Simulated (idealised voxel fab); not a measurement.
Process module name: voxel trench capacitor
It is cross-section cut that appears here, measuring 300 nm in width, its square cells being 5 nm in size.
Bands, listed from the top down, are how a cross-section gets written in this document; the cross-section itself is a grid of square cells, and a band is one or more rows of them. Quick guide to a band line: top height, bottom height (nm) up front; then every material left to right with its width in nm. Only one material and it's marked "all across"? Then it fills the band edge to edge. And "air" just means empty space. The level at which height equals 0 is the one under which the wafer, as it arrives, is entirely one material. No lower edge exists for the bottom band, which continues downward and is notated as in "0 and below". With a width like "30 to 40", each row of cells in the band differs from the next by the same amount, the top row carrying the first number and the bottom row the second. "nothing changed" (step): cross-section cells unchanged, all of them. "Closed voids list" lists enclosed empty spaces (at least 8 cells, no open path upward to the top), each as width x height at distance from the left edge, in nm. If you see something after the settings on a step's line, that's the simulator's own remark about that step. "overlay nm" answers the question of how far to the right of plan the mask lay on a step that has a mask, and when it is negative the answer is to the left.

Here's what the planned process steps look like
1,RECEIVE with material Si
2,CONFORMAL_DEP with material SiN, thk nm 10
3,PATTERN with tone open, mask id TRENCH, material resist, width nm 30, pitch nm 60, thk nm 15, overlay nm 0
4,DIRECTIONAL_ETCH with etch materials SiN, depth nm 10
5,DIRECTIONAL_ETCH with etch materials Si, depth nm 30
6,STRIP with etch materials resist
7,CONFORMAL_DEP with material HfO2, thk nm 5
8,CONFORMAL_DEP with material TiN, thk nm 5
9,FILL_DEP with material W, thk nm 10
10,CMP with height nm 10

First wafer, two in total, run as planned

Wafer cross-section on receipt, i.e. after step 1
* 0 and below: Si all across
* Closed voids list: none

Step 2 done - wafer cross-section
* 10 down to 0: SiN all across
* Under the height 0 nothing was changed.

Step 3 done - wafer cross-section
* 25 down to 10: resist 45  air 30  resist 30  air 30  resist 30  air 30  resist 30  air 30  resist 45
* Under the height 10 nothing was changed.

Step 4 done - wafer cross-section
* 25 down to 10: resist 45  air 30  resist 30  air 30  resist 30  air 30  resist 30  air 30  resist 45
* 10 down to 0: SiN 45  air 30  SiN 30  air 30  SiN 30  air 30  SiN 30  air 30  SiN 45
* Under the height 0 nothing was changed.

Step 5 done - wafer cross-section
* 25 down to 10: resist 45  air 30  resist 30  air 30  resist 30  air 30  resist 30  air 30  resist 45
* 10 down to 0: SiN 45  air 30  SiN 30  air 30  SiN 30  air 30  SiN 30  air 30  SiN 45
* 0 down to -30: Si 45  air 30  Si 30  air 30  Si 30  air 30  Si 30  air 30  Si 45
* Under the height -30 nothing was changed.

Step 6 done - wafer cross-section
* 10 down to 0: SiN 45  air 30  SiN 30  air 30  SiN 30  air 30  SiN 30  air 30  SiN 45
* Under the height 0 nothing was changed.

Step 7 done - wafer cross-section
* 15 down to 10: HfO2 50  air 20  HfO2 40  air 20  HfO2 40  air 20  HfO2 40  air 20  HfO2 50
* 10 down to 0: SiN 45  HfO2 5  air 20  HfO2 5  SiN 30  HfO2 5  air 20  HfO2 5  SiN 30  HfO2 5  air 20  HfO2 5  SiN 30  HfO2 5  air 20  HfO2 5  SiN 45
* 0 down to -25: Si 45  HfO2 5  air 20  HfO2 5  Si 30  HfO2 5  air 20  HfO2 5  Si 30  HfO2 5  air 20  HfO2 5  Si 30  HfO2 5  air 20  HfO2 5  Si 45
* -25 down to -30: Si 45  HfO2 30  Si 30  HfO2 30  Si 30  HfO2 30  Si 30  HfO2 30  Si 45
* Under the height -30 nothing was changed.

Step 8 done - wafer cross-section
* 20 down to 15: TiN 55  air 10  TiN 50  air 10  TiN 50  air 10  TiN 50  air 10  TiN 55
* 15 down to 10: HfO2 50  TiN 5  air 10  TiN 5  HfO2 40  TiN 5  air 10  TiN 5  HfO2 40  TiN 5  air 10  TiN 5  HfO2 40  TiN 5  air 10  TiN 5  HfO2 50
* 10 down to 0: SiN 45  HfO2 5  TiN 5  air 10  TiN 5  HfO2 5  SiN 30  HfO2 5  TiN 5  air 10  TiN 5  HfO2 5  SiN 30  HfO2 5  TiN 5  air 10  TiN 5  HfO2 5  SiN 30  HfO2 5  TiN 5  air 10  TiN 5  HfO2 5  SiN 45
* 0 down to -20: Si 45  HfO2 5  TiN 5  air 10  TiN 5  HfO2 5  Si 30  HfO2 5  TiN 5  air 10  TiN 5  HfO2 5  Si 30  HfO2 5  TiN 5  air 10  TiN 5  HfO2 5  Si 30  HfO2 5  TiN 5  air 10  TiN 5  HfO2 5  Si 45
* -20 down to -25: Si 45  HfO2 5  TiN 20  HfO2 5  Si 30  HfO2 5  TiN 20  HfO2 5  Si 30  HfO2 5  TiN 20  HfO2 5  Si 30  HfO2 5  TiN 20  HfO2 5  Si 45
* Under the height -25 nothing was changed.

Step 9 done - wafer cross-section
* 30 down to 20: W all across
* 20 down to 15: TiN 55  W 10  TiN 50  W 10  TiN 50  W 10  TiN 50  W 10  TiN 55
* 15 down to 10: HfO2 50  TiN 5  W 10  TiN 5  HfO2 40  TiN 5  W 10  TiN 5  HfO2 40  TiN 5  W 10  TiN 5  HfO2 40  TiN 5  W 10  TiN 5  HfO2 50
* 10 down to 0: SiN 45  HfO2 5  TiN 5  W 10  TiN 5  HfO2 5  SiN 30  HfO2 5  TiN 5  W 10  TiN 5  HfO2 5  SiN 30  HfO2 5  TiN 5  W 10  TiN 5  HfO2 5  SiN 30  HfO2 5  TiN 5  W 10  TiN 5  HfO2 5  SiN 45
* 0 down to -20: Si 45  HfO2 5  TiN 5  W 10  TiN 5  HfO2 5  Si 30  HfO2 5  TiN 5  W 10  TiN 5  HfO2 5  Si 30  HfO2 5  TiN 5  W 10  TiN 5  HfO2 5  Si 30  HfO2 5  TiN 5  W 10  TiN 5  HfO2 5  Si 45
* Under the height -20 nothing was changed.

Step 10 done - wafer cross-section
* 10 down to 0: SiN 45  HfO2 5  TiN 5  W 10  TiN 5  HfO2 5  SiN 30  HfO2 5  TiN 5  W 10  TiN 5  HfO2 5  SiN 30  HfO2 5  TiN 5  W 10  TiN 5  HfO2 5  SiN 30  HfO2 5  TiN 5  W 10  TiN 5  HfO2 5  SiN 45
* Under the height 0 nothing was changed.

Second wafer. Start and plan as for the first. One mistake made in running. Agrees with the first up to and including step 4

The second wafer in cross-section, at the planned close of step 5
* 25 down to 10: resist 45  air 30  resist 30  air 30  resist 30  air 30  resist 30  air 30  resist 45
* 10 down to 0: SiN 45  air 30  SiN 30  air 30  SiN 30  air 30  SiN 30  air 30  SiN 45
* 0 down to -60: Si 45  air 30  Si 30  air 30  Si 30  air 30  Si 30  air 30  Si 45
* Under the height -60 nothing was changed.

The second wafer in cross-section, at the planned close of step 6
* 10 down to 0: SiN 45  air 30  SiN 30  air 30  SiN 30  air 30  SiN 30  air 30  SiN 45
* Under the height 0 nothing was changed.

The second wafer in cross-section, at the planned close of step 7
* 15 down to 10: HfO2 50  air 20  HfO2 40  air 20  HfO2 40  air 20  HfO2 40  air 20  HfO2 50
* 10 down to 0: SiN 45  HfO2 5  air 20  HfO2 5  SiN 30  HfO2 5  air 20  HfO2 5  SiN 30  HfO2 5  air 20  HfO2 5  SiN 30  HfO2 5  air 20  HfO2 5  SiN 45
* 0 down to -55: Si 45  HfO2 5  air 20  HfO2 5  Si 30  HfO2 5  air 20  HfO2 5  Si 30  HfO2 5  air 20  HfO2 5  Si 30  HfO2 5  air 20  HfO2 5  Si 45
* -55 down to -60: Si 45  HfO2 30  Si 30  HfO2 30  Si 30  HfO2 30  Si 30  HfO2 30  Si 45
* Under the height -60 nothing was changed.

The second wafer in cross-section, at the planned close of step 8
* 20 down to 15: TiN 55  air 10  TiN 50  air 10  TiN 50  air 10  TiN 50  air 10  TiN 55
* 15 down to 10: HfO2 50  TiN 5  air 10  TiN 5  HfO2 40  TiN 5  air 10  TiN 5  HfO2 40  TiN 5  air 10  TiN 5  HfO2 40  TiN 5  air 10  TiN 5  HfO2 50
* 10 down to 0: SiN 45  HfO2 5  TiN 5  air 10  TiN 5  HfO2 5  SiN 30  HfO2 5  TiN 5  air 10  TiN 5  HfO2 5  SiN 30  HfO2 5  TiN 5  air 10  TiN 5  HfO2 5  SiN 30  HfO2 5  TiN 5  air 10  TiN 5  HfO2 5  SiN 45
* 0 down to -50: Si 45  HfO2 5  TiN 5  air 10  TiN 5  HfO2 5  Si 30  HfO2 5  TiN 5  air 10  TiN 5  HfO2 5  Si 30  HfO2 5  TiN 5  air 10  TiN 5  HfO2 5  Si 30  HfO2 5  TiN 5  air 10  TiN 5  HfO2 5  Si 45
* -50 down to -55: Si 45  HfO2 5  TiN 20  HfO2 5  Si 30  HfO2 5  TiN 20  HfO2 5  Si 30  HfO2 5  TiN 20  HfO2 5  Si 30  HfO2 5  TiN 20  HfO2 5  Si 45
* Under the height -55 nothing was changed.

The second wafer in cross-section, at the planned close of step 9
* 30 down to 20: W all across
* 20 down to 15: TiN 55  W 10  TiN 50  W 10  TiN 50  W 10  TiN 50  W 10  TiN 55
* 15 down to 10: HfO2 50  TiN 5  W 10  TiN 5  HfO2 40  TiN 5  W 10  TiN 5  HfO2 40  TiN 5  W 10  TiN 5  HfO2 40  TiN 5  W 10  TiN 5  HfO2 50
* 10 down to 0: SiN 45  HfO2 5  TiN 5  W 10  TiN 5  HfO2 5  SiN 30  HfO2 5  TiN 5  W 10  TiN 5  HfO2 5  SiN 30  HfO2 5  TiN 5  W 10  TiN 5  HfO2 5  SiN 30  HfO2 5  TiN 5  W 10  TiN 5  HfO2 5  SiN 45
* 0 down to -50: Si 45  HfO2 5  TiN 5  W 10  TiN 5  HfO2 5  Si 30  HfO2 5  TiN 5  W 10  TiN 5  HfO2 5  Si 30  HfO2 5  TiN 5  W 10  TiN 5  HfO2 5  Si 30  HfO2 5  TiN 5  W 10  TiN 5  HfO2 5  Si 45
* Under the height -50 nothing was changed.

The second wafer in cross-section, at the planned close of step 10
* 10 down to 0: SiN 45  HfO2 5  TiN 5  W 10  TiN 5  HfO2 5  SiN 30  HfO2 5  TiN 5  W 10  TiN 5  HfO2 5  SiN 30  HfO2 5  TiN 5  W 10  TiN 5  HfO2 5  SiN 30  HfO2 5  TiN 5  W 10  TiN 5  HfO2 5  SiN 45
* Under the height 0 nothing was changed.
The plan and the run diverged here: it should be noted that step 5 of the plan was executed twice
Final comparison by cell count, materials where the second wafer has more or fewer than the first: HfO2 +48, Si -144, TiN +48, W +48
